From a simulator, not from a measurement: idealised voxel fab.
process module | voxel ribs on slabs
cross-section cut | 285 nm wide | cells 5 nm
A cross-section is a grid of square cells, given in bands from the top down. A band is one or more rows of cells.
Each band's line starts with the height of the band's top and of its bottom, in nm. Then come its materials from left to right, each with its width in nm. One material with "throughout" fills the band from edge to edge. "air" is empty space.
Height 0 is the level under which the wafer as received is all one material. The lowest band goes on downwards, as in "0 down".
A width such as "30 to 40" changes by the same amount from each row of cells to the next, from the band's top row to its bottom row.
"no change" after a step means that no cell of the cross-section changed.
closed voids: empty space of 8 cells or more with no open way to the top, each as width x height at its distance from the left edge, in nm
after a step's settings: what the simulator itself notes on the step
overlay nm, on a step with a mask: how far to the right of its planned place the mask lay; to the left if negative
plan
1 op RECEIVE | material Si
2 op DIRECTIONAL_DEP | material SiO2 | thk nm 25
3 op DIRECTIONAL_DEP | material SiN | thk nm 15
4 op PATTERN | tone cover | mask id RIB | material resist | width nm 30 | thk nm 15 | overlay nm 0
5 op DIRECTIONAL_ETCH | etch materials SiN | depth nm 10
6 op STRIP | etch materials resist
7 op MASKED_ETCH | tone cover | mask id SLAB | width nm 60 | etch materials SiN | depth nm 5 | overlay nm 0
8 op FILL_DEP | material SiO2 | thk nm 25
9 op CMP | height nm 60
10 op DIRECTIONAL_DEP | material TiN | thk nm 10
11 op DIRECTIONAL_DEP | material aC | thk nm 10
12 op PATTERN | tone cover | mask id HEATER | material resist | width nm 40 | thk nm 30 | overlay nm 0
13 op DIRECTIONAL_ETCH | etch materials aC | depth nm 10
14 op STRIP | etch materials resist
15 op DIRECTIONAL_ETCH | etch materials TiN | depth nm 10
16 op STRIP | etch materials aC
17 op CONFORMAL_DEP | material SiN | thk nm 5
varied across the wafers: width nm of step 7. The plan shows the first wafer's value. All wafers start alike
first wafer as received, after step 1
  0 down: Si throughout
  closed voids: none
first wafer at the end, after step 17
  75 to 70: air 115 | SiN 50 | air 120
  70 to 65: air 115 | SiN 5 | TiN 40 | SiN 5 | air 120
  65 to 60: SiN 120 | TiN 40 | SiN 125
  60 to 40: SiO2 throughout
  40 to 30: SiO2 125 | SiN 30 | SiO2 130
  30 to 25: SiO2 110 | SiN 60 | SiO2 115
  25 to 0: SiO2 throughout
  0 down: Si throughout
  closed voids: none
last wafer at the end
  75 to 70: air 115 | SiN 50 | air 120
  70 to 65: air 115 | SiN 5 | TiN 40 | SiN 5 | air 120
  65 to 60: SiN 120 | TiN 40 | SiN 125
  60 to 40: SiO2 throughout
  40 to 30: SiO2 125 | SiN 30 | SiO2 130
  30 to 25: SiO2 100 | SiN 85 | SiO2 100
  25 to 0: SiO2 throughout
  0 down: Si throughout
  closed voids: none
each wafer at the end: cells of each material gained (+) or lost (-) since it was received, then its closed voids
width nm 60 | +85 SiN | +660 SiO2 | +16 TiN | closed voids: none
width nm 65 | +86 SiN | +659 SiO2 | +16 TiN | closed voids: none
width nm 70 | +87 SiN | +658 SiO2 | +16 TiN | closed voids: none
width nm 75 | +88 SiN | +657 SiO2 | +16 TiN | closed voids: none
width nm 80 | +89 SiN | +656 SiO2 | +16 TiN | closed voids: none
width nm 85 | +90 SiN | +655 SiO2 | +16 TiN | closed voids: none
